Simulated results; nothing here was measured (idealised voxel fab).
Process module in this document: voxel self aligned vias
Section shown: cut. Width: 225 nm. Cell size: 5 nm, square.
Reading order for cross-sections: top band down to bottom band. Underlying form: a grid of square cells. Band size: one or more rows of cells. This entry defines a band. It first specifies the height of the band's top and the height of its bottom in nm, and then specifies the band's materials from left to right, stating each material with its width in nm. The word "all across" identifies a single material that fills the band from edge to edge, while the word "empty" identifies empty space. For the purposes of this specification, 0 denotes the height below which the wafer in its as-received condition is composed wholly of one material, and the lowermost band, lacking a lower limit, extends downward without end, as expressed in "from 0 down". Note: "30->40" means the width goes from the first number (top row of the band) to the second number (bottom row) in equal steps per row of cells. "no alterations made" (step): cross-section cells unchanged, all of them. "Closed void inventory" specifies each empty space that is not open to the top and that occupies no fewer than 8 cells, using the form width x height at distance, the distance measured from the left edge and all three quantities in nm. Text after the settings on a step's line: the simulator's own remark on that step. Steps that use a mask can have "overlay nm" on their line. It says how far the mask sat to the right of where it was meant to be. Negative means to the left.
-- Process steps (planned)
1. op RECEIVE | material Si
2. op CONFORMAL_DEP | material SiO2 | thk nm 10
3. op CONFORMAL_DEP | material SiCN | thk nm 5
4. op DIRECTIONAL_DEP | material SiO2 | thk nm 20
5. op PATTERN | tone open | mask id LINES | material resist | width nm 25 | pitch nm 60 | thk nm 15 | overlay nm 0
6. op DIRECTIONAL_ETCH | etch materials SiO2 | depth nm 20
7. op STRIP | etch materials resist
8. op CONFORMAL_DEP | material TiN | thk nm 5
9. op FILL_DEP | material Ru | thk nm 5
10. op CMP | height nm 35
11. op SELECTIVE_ETCH | etch materials W Ru TiN | depth nm 10
12. op FILL_DEP | material SiN | thk nm 5
13. op CMP | height nm 35
14. op DIRECTIONAL_DEP | material SiO2 | thk nm 15
15. op MASKED_ETCH | tone open | mask id VIAS | width nm 45 | pitch nm 120 | etch materials SiO2 | depth nm 15 | overlay nm 0
16. op MASKED_ETCH | tone open | mask id VIAS | width nm 45 | pitch nm 120 | etch materials SiN | depth nm 10 | overlay nm 0
17. op CONFORMAL_DEP | material TiN | thk nm 5
18. op FILL_DEP | material Cu | thk nm 5
19. op CMP | height nm 50
20. op CONFORMAL_DEP | material SiN | thk nm 5
-- Received-state cross-section, reflecting completion of step 1
- from 0 down: Si all across
- Closed void inventory: none
-- Module complete - cross-section of the first of two wafers, run according to plan
- from 55 to 50: SiN all across
- from 50 to 40: SiO2 30, then TiN 5, then Cu 35, then TiN 5, then SiO2 75, then TiN 5, then Cu 35, then TiN 5, then SiO2 30
- from 40 to 35: SiO2 30, then TiN 15, then Cu 15, then TiN 15, then SiO2 75, then TiN 15, then Cu 15, then TiN 15, then SiO2 30
- from 35 to 30: SiO2 40, then TiN 5, then Cu 15, then TiN 5, then SiO2 35, then SiN 25, then SiO2 35, then TiN 5, then Cu 15, then TiN 5, then SiO2 40
- from 30 to 25: SiO2 40, then TiN 25, then SiO2 35, then SiN 25, then SiO2 35, then TiN 25, then SiO2 40
- from 25 to 20: SiO2 40, then TiN 5, then Ru 15, then TiN 5, then SiO2 35, then TiN 5, then Ru 15, then TiN 5, then SiO2 35, then TiN 5, then Ru 15, then TiN 5, then SiO2 40
- from 20 to 15: SiO2 40, then TiN 25, then SiO2 35, then TiN 25, then SiO2 35, then TiN 25, then SiO2 40
- from 15 to 10: SiCN all across
- from 10 to 0: SiO2 all across
- from 0 down: Si all across
- Closed void inventory: none
-- Second of two wafers, module complete, sectioned: it shares the first wafer's start and plan but was run with one mistake
- from 55 to 50: SiN all across
- from 50 to 40: SiO2 30, then TiN 5, then Cu 35, then TiN 5, then SiO2 75, then TiN 5, then Cu 35, then TiN 5, then SiO2 30
- from 40 to 35: SiO2 30, then TiN 15, then Cu 15, then TiN 15, then SiO2 75, then TiN 15, then Cu 15, then TiN 15, then SiO2 30
- from 35 to 30: SiO2 40, then TiN 5, then Cu 15, then TiN 5, then SiO2 35, then SiN 25, then SiO2 35, then TiN 5, then Cu 15, then TiN 5, then SiO2 40
- from 30 to 25: SiO2 40, then TiN 25, then SiO2 35, then SiN 25, then SiO2 35, then TiN 25, then SiO2 40
- from 25 to 20: SiO2 40, then TiN 5, then Ru 15, then TiN 5, then SiO2 35, then TiN 5, then Ru 15, then TiN 5, then SiO2 35, then TiN 5, then Ru 15, then TiN 5, then SiO2 40
- from 20 to 15: SiO2 40, then TiN 25, then SiO2 35, then TiN 25, then SiO2 35, then TiN 25, then SiO2 40
- from 15 to 5: SiO2 all across
- from 5 to 0: SiCN all across
- from 0 down: Si all across
- Closed void inventory: none
Heads up, the wafer didn't run the way we planned it: steps 2 and 3 run out of order (swapped)
The concluding comparison shows that, measured in cells, each material is equally abundant on both wafers, albeit at different positions.
